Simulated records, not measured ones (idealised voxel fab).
process module | voxel wiring stack
cross-section cut | 245 nm wide | cells 5 nm
A cross-section is a grid of square cells, given in bands from the top down. A band is one or more rows of cells.
Each band's line starts with the height of the band's top and of its bottom, in nm. Then come its materials from left to right, each with its width in nm. One material with "throughout" fills the band from edge to edge. "air" is empty space.
Height 0 is the level under which the wafer as received is all one material. The lowest band goes on downwards, as in "0 down".
A width such as "30 to 40" changes by the same amount from each row of cells to the next, from the band's top row to its bottom row.
"no change" after a step means that no cell of the cross-section changed.
closed voids: empty space of 8 cells or more with no open way to the top, each as width x height at its distance from the left edge, in nm
after a step's settings: what the simulator itself notes on the step
overlay nm, on a step with a mask: how far to the right of its planned place the mask lay; to the left if negative
plan
1 op RECEIVE | material Si
2 op CONFORMAL_DEP | material SiO2 | thk nm 15
3 op DIRECTIONAL_DEP | material TiN | thk nm 5
4 op DIRECTIONAL_DEP | material W | thk nm 20
5 op DIRECTIONAL_DEP | material aC | thk nm 15
6 op PATTERN | tone cover | mask id METAL_1 | material resist | width nm 20 | pitch nm 50 | thk nm 35 | overlay nm 0
7 op DIRECTIONAL_ETCH | etch materials aC | depth nm 15
8 op STRIP | etch materials resist
9 op DIRECTIONAL_ETCH | etch materials W | depth nm 20
10 op DIRECTIONAL_ETCH | etch materials TiN | depth nm 5
11 op STRIP | etch materials aC
12 op FILL_DEP | material lowk | thk nm 10
13 op CMP | height nm 40
14 op CONFORMAL_DEP | material SiCN | thk nm 5
15 op DIRECTIONAL_DEP | material SiO2 | thk nm 15
16 op MASKED_ETCH | tone open | mask id PLUG_1 | width nm 15 | etch materials SiO2 | depth nm 15 | overlay nm 0
17 op MASKED_ETCH | tone open | mask id PLUG_1 | width nm 15 | etch materials SiCN | depth nm 5 | overlay nm 0
18 op EPI | material Ru | thk nm 10
19 op EPI | material Ru | thk nm 10
20 op DIRECTIONAL_DEP | material TiN | thk nm 5
21 op DIRECTIONAL_DEP | material Ru | thk nm 20
22 op MASKED_ETCH | tone cover | mask id METAL_2 | width nm 20 | pitch nm 50 | etch materials Ru | depth nm 20 | overlay nm 0
23 op MASKED_ETCH | tone cover | mask id METAL_2 | width nm 20 | pitch nm 50 | etch materials TiN | depth nm 5 | overlay nm 0
24 op CONFORMAL_DEP | material SiN | thk nm 5
25 op FILL_DEP | material lowk | thk nm 10
26 op CMP | height nm 85
27 op CONFORMAL_DEP | material SiCN | thk nm 5
28 op DIRECTIONAL_DEP | material lowk | thk nm 10
29 op DIRECTIONAL_DEP | material aC | thk nm 10
30 op PATTERN | tone open | mask id PLUG_2 | material resist | width nm 15 | thk nm 25 | overlay nm 0
31 op DIRECTIONAL_ETCH | etch materials aC | depth nm 10
32 op STRIP | etch materials resist
33 op DIRECTIONAL_ETCH | etch materials lowk | depth nm 10
34 op DIRECTIONAL_ETCH | etch materials SiCN | depth nm 5
35 op STRIP | etch materials aC
36 op CONFORMAL_DEP | material TiN | thk nm 5
37 op FILL_DEP | material Cu | thk nm 5
38 op CMP | height nm 100
39 op CONFORMAL_DEP | material SiN | thk nm 5
40 op DIRECTIONAL_DEP | material SiO2 | thk nm 15
41 op PATTERN | tone open | mask id METAL_3 | material resist | width nm 20 | pitch nm 50 | thk nm 20 | overlay nm 0
42 op DIRECTIONAL_ETCH | etch materials SiO2 | depth nm 15
43 op DIRECTIONAL_ETCH | etch materials SiN | depth nm 5
44 op STRIP | etch materials resist
45 op CONFORMAL_DEP | material TiN | thk nm 5
46 op FILL_DEP | material W | thk nm 5
47 op CMP | height nm 120
48 op EPI | material Ru | thk nm 5
49 op FILL_DEP | material SiCN | thk nm 5
50 op DIRECTIONAL_DEP | material lowk | thk nm 30
51 op MASKED_ETCH | tone open | mask id METAL_4_HOLES | width nm 15 | pitch nm 50 | etch materials lowk | depth nm 30 | overlay nm 0
52 op PATTERN | tone open | mask id METAL_4 | material resist | width nm 20 | pitch nm 50 | thk nm 20 | overlay nm 0
53 op DIRECTIONAL_ETCH | etch materials lowk | depth nm 15
54 op DIRECTIONAL_ETCH | etch materials SiCN | depth nm 5
55 op STRIP | etch materials resist
56 op CONFORMAL_DEP | material TiN | thk nm 5
57 op FILL_DEP | material Cu | thk nm 5
58 op CMP | height nm 160
59 op CONFORMAL_DEP | material SiCN | thk nm 5
as received, after step 1
  0 down: Si throughout
  closed voids: none
first wafer at the end, as planned
  165 to 160: SiCN throughout
  160 to 150: lowk 85 | TiN 5 | Cu 10 | TiN 5 | lowk 30 | TiN 5 | Cu 10 | TiN 5 | lowk 90
  150 to 145: lowk 85 | TiN 5 | Cu 5 | TiN 10 | lowk 30 | TiN 5 | Cu 5 | TiN 10 | lowk 90
  145 to 130: lowk 85 | TiN 5 | Cu 5 | TiN 5 | lowk 35 | TiN 5 | Cu 5 | TiN 5 | lowk 95
  130 to 125: SiCN 85 | TiN 15 | SiCN 35 | TiN 15 | SiCN 95
  125 to 120: SiCN 80 | Ru 30 | SiCN 20 | Ru 30 | SiCN 85
  120 to 105: SiO2 85 | TiN 5 | W 10 | TiN 5 | SiO2 30 | TiN 5 | W 10 | TiN 5 | SiO2 90
  105 to 100: SiN 85 | TiN 20 | SiN 30 | TiN 20 | SiN 90
  100 to 90: lowk 85 | TiN 5 | Cu 5 | TiN 5 | lowk 145
  90 to 85: SiCN 85 | TiN 15 | SiCN 145
  85 to 65: lowk 80 | SiN 5 | Ru 20 | SiN 5 | lowk 20 | SiN 5 | Ru 20 | SiN 5 | lowk 85
  65 to 60: SiN 85 | TiN 20 | SiN 30 | TiN 20 | SiN 90
  60 to 45: SiO2 85 | Ru 15 | SiO2 145
  45 to 40: SiCN 85 | Ru 15 | SiCN 145
  40 to 20: lowk 85 | W 20 | lowk 30 | W 20 | lowk 90
  20 to 15: lowk 85 | TiN 20 | lowk 30 | TiN 20 | lowk 90
  15 to 0: SiO2 throughout
  0 down: Si throughout
  closed voids: none
second wafer at the end: like start, like plan, one mistake
  165 to 160: SiCN throughout
  160 to 150: lowk 85 | TiN 5 | Cu 10 | TiN 5 | lowk 30 | TiN 5 | Cu 10 | TiN 5 | lowk 90
  150 to 145: lowk 85 | TiN 5 | Cu 5 | TiN 10 | lowk 30 | TiN 5 | Cu 5 | TiN 10 | lowk 90
  145 to 130: lowk 85 | TiN 5 | Cu 5 | TiN 5 | lowk 35 | TiN 5 | Cu 5 | TiN 5 | lowk 95
  130 to 125: SiCN 85 | TiN 15 | SiCN 35 | TiN 15 | SiCN 95
  125 to 120: SiCN 80 | Ru 30 | SiCN 20 | Ru 30 | SiCN 85
  120 to 105: SiO2 85 | TiN 5 | W 10 | TiN 5 | SiO2 30 | TiN 5 | W 10 | TiN 5 | SiO2 90
  105 to 100: SiN 85 | TiN 20 | SiN 30 | TiN 20 | SiN 90
  100 to 90: lowk 80 | TiN 5 | Cu 15 | TiN 5 | lowk 140
  90 to 85: SiCN 80 | TiN 25 | SiCN 140
  85 to 65: lowk 80 | SiN 5 | Ru 20 | SiN 5 | lowk 20 | SiN 5 | Ru 20 | SiN 5 | lowk 85
  65 to 60: SiN 85 | TiN 20 | SiN 30 | TiN 20 | SiN 90
  60 to 45: SiO2 85 | Ru 15 | SiO2 145
  45 to 40: SiCN 85 | Ru 15 | SiCN 145
  40 to 20: lowk 85 | W 20 | lowk 30 | W 20 | lowk 90
  20 to 15: lowk 85 | TiN 20 | lowk 30 | TiN 20 | lowk 90
  15 to 0: SiO2 throughout
  0 down: Si throughout
  closed voids: none
what went wrong: step 30 ran as: op PATTERN | tone open | mask id PLUG_2 | material resist | width nm 25 | thk nm 25 | overlay nm 0
at the end the second wafer has, in cells: 4 more of Cu | 2 fewer of SiCN | 2 more of TiN | 4 fewer of lowk
